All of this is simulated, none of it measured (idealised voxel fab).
process module | voxel gate over fins
cross-section cut | 245 nm wide | cells 5 nm
A cross-section is a grid of square cells, given in bands from the top down. A band is one or more rows of cells.
Each band's line starts with the height of the band's top and of its bottom, in nm. Then come its materials from left to right, each with its width in nm. One material with "throughout" fills the band from edge to edge. "air" is empty space.
Height 0 is the level under which the wafer as received is all one material. The lowest band goes on downwards, as in "0 down".
A width such as "30 to 40" changes by the same amount from each row of cells to the next, from the band's top row to its bottom row.
"no change" after a step means that no cell of the cross-section changed.
closed voids: empty space of 8 cells or more with no open way to the top, each as width x height at its distance from the left edge, in nm
after a step's settings: what the simulator itself notes on the step
overlay nm, on a step with a mask: how far to the right of its planned place the mask lay; to the left if negative
plan
1 op RECEIVE | material Si
2 op CONFORMAL_DEP | material SiN | thk nm 5
3 op PATTERN | tone cover | mask id FINS | material resist | width nm 15 | pitch nm 35 | thk nm 20 | overlay nm -15
4 op DIRECTIONAL_ETCH | etch materials SiN | depth nm 5
5 op DIRECTIONAL_ETCH | etch materials Si | depth nm 30
6 op STRIP | etch materials resist
7 op FILL_DEP | material SiO2 | thk nm 10
8 op CMP | height nm 5
9 op SELECTIVE_ETCH | etch materials SiO2 | depth nm 20
10 op STRIP | etch materials SiN
11 op CONFORMAL_DEP | material HfO2 | thk nm 5
12 op CONFORMAL_DEP | material TiN | thk nm 5
13 op CONFORMAL_DEP | material TiAl | thk nm 5
14 op CONFORMAL_DEP | material TiN | thk nm 5
15 op FILL_DEP | material W | thk nm 15
16 op CMP | height nm 30
17 op CONFORMAL_DEP | material SiCN | thk nm 5
varied across the wafers: overlay nm of step 3. The plan shows the first wafer's value. All wafers start alike
first wafer as received, after step 1
  0 down: Si throughout
  closed voids: none
first wafer at the end, after step 17
  35 to 30: SiCN throughout
  30 to 20: W throughout
  20 to 15: W 60 | TiN 90 | W 95
  15 to 10: W 60 | TiN 5 | TiAl 80 | TiN 5 | W 95
  10 to 5: W 60 | TiN 5 | TiAl 5 | TiN 70 | TiAl 5 | TiN 5 | W 95
  5 to 0: TiN 65 | TiAl 5 | TiN 5 | HfO2 25 | TiN 10 | HfO2 25 | TiN 5 | TiAl 5 | TiN 100
  0 to -5: TiAl 70 | TiN 5 | HfO2 5 | Si 15 | HfO2 5 | TiN 10 | HfO2 5 | Si 15 | HfO2 5 | TiN 5 | TiAl 105
  -5 to -10: TiN 75 | HfO2 5 | Si 15 | HfO2 5 | TiN 10 | HfO2 5 | Si 15 | HfO2 5 | TiN 110
  -10 to -15: HfO2 80 | Si 15 | HfO2 20 | Si 15 | HfO2 115
  -15 to -30: SiO2 80 | Si 15 | SiO2 20 | Si 15 | SiO2 115
  -30 down: Si throughout
  closed voids: none
last wafer at the end
  35 to 30: SiCN throughout
  30 to 20: W throughout
  20 to 15: W 90 | TiN 90 | W 65
  15 to 10: W 90 | TiN 5 | TiAl 80 | TiN 5 | W 65
  10 to 5: W 90 | TiN 5 | TiAl 5 | TiN 70 | TiAl 5 | TiN 5 | W 65
  5 to 0: TiN 95 | TiAl 5 | TiN 5 | HfO2 25 | TiN 10 | HfO2 25 | TiN 5 | TiAl 5 | TiN 70
  0 to -5: TiAl 100 | TiN 5 | HfO2 5 | Si 15 | HfO2 5 | TiN 10 | HfO2 5 | Si 15 | HfO2 5 | TiN 5 | TiAl 75
  -5 to -10: TiN 105 | HfO2 5 | Si 15 | HfO2 5 | TiN 10 | HfO2 5 | Si 15 | HfO2 5 | TiN 80
  -10 to -15: HfO2 110 | Si 15 | HfO2 20 | Si 15 | HfO2 85
  -15 to -30: SiO2 110 | Si 15 | SiO2 20 | Si 15 | SiO2 85
  -30 down: Si throughout
  closed voids: none
each wafer at the end: cells of each material gained (+) or lost (-) since it was received, then its closed voids
overlay nm -15 | +61 HfO2 | -258 Si | +49 SiCN | +129 SiO2 | +55 TiAl | +116 TiN | +191 W | closed voids: none
overlay nm -10 | +61 HfO2 | -258 Si | +49 SiCN | +129 SiO2 | +55 TiAl | +116 TiN | +191 W | closed voids: none
overlay nm -5 | +61 HfO2 | -258 Si | +49 SiCN | +129 SiO2 | +55 TiAl | +116 TiN | +191 W | closed voids: none
overlay nm 0 | +61 HfO2 | -258 Si | +49 SiCN | +129 SiO2 | +55 TiAl | +116 TiN | +191 W | closed voids: none
overlay nm 5 | +61 HfO2 | -258 Si | +49 SiCN | +129 SiO2 | +55 TiAl | +116 TiN | +191 W | closed voids: none
overlay nm 10 | +61 HfO2 | -258 Si | +49 SiCN | +129 SiO2 | +55 TiAl | +116 TiN | +191 W | closed voids: none
overlay nm 15 | +61 HfO2 | -258 Si | +49 SiCN | +129 SiO2 | +55 TiAl | +116 TiN | +191 W | closed voids: none
